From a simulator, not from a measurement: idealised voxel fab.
process module | voxel local oxidation
cross-section cut | 170 nm wide | cells 5 nm
A cross-section is a grid of square cells, given in bands from the top down. A band is one or more rows of cells.
Each band's line starts with the height of the band's top and of its bottom, in nm. Then come its materials from left to right, each with its width in nm. One material with "throughout" fills the band from edge to edge. "air" is empty space.
Height 0 is the level under which the wafer as received is all one material. The lowest band goes on downwards, as in "0 down".
A width such as "30 to 40" changes by the same amount from each row of cells to the next, from the band's top row to its bottom row.
"no change" after a step means that no cell of the cross-section changed.
closed voids: empty space of 8 cells or more with no open way to the top, each as width x height at its distance from the left edge, in nm
after a step's settings: what the simulator itself notes on the step
overlay nm, on a step with a mask: how far to the right of its planned place the mask lay; to the left if negative
plan
1 op RECEIVE | material Si
2 op CONFORMAL_DEP | material SiO2 | thk nm 5
3 op CONFORMAL_DEP | material SiN | thk nm 15
4 op PATTERN | tone cover | mask id ACTIVE | material resist | width nm 120 | thk nm 15 | overlay nm 0
5 op DIRECTIONAL_ETCH | etch materials SiN | depth nm 15
6 op STRIP | etch materials resist
7 op SELECTIVE_ETCH | etch materials SiO2 | depth nm 5
8 op OXIDIZE | depth nm 15
9 op STRIP | etch materials SiN
as received, after step 1
  0 down: Si throughout
  closed voids: none
a wafer at the end: this start, this plan, one mistake
  0 to -15: air 45 | Si 80 | air 45
  -15 down: Si throughout
  closed voids: none
what went wrong: step 9 ran as: op STRIP | etch materials SiO2
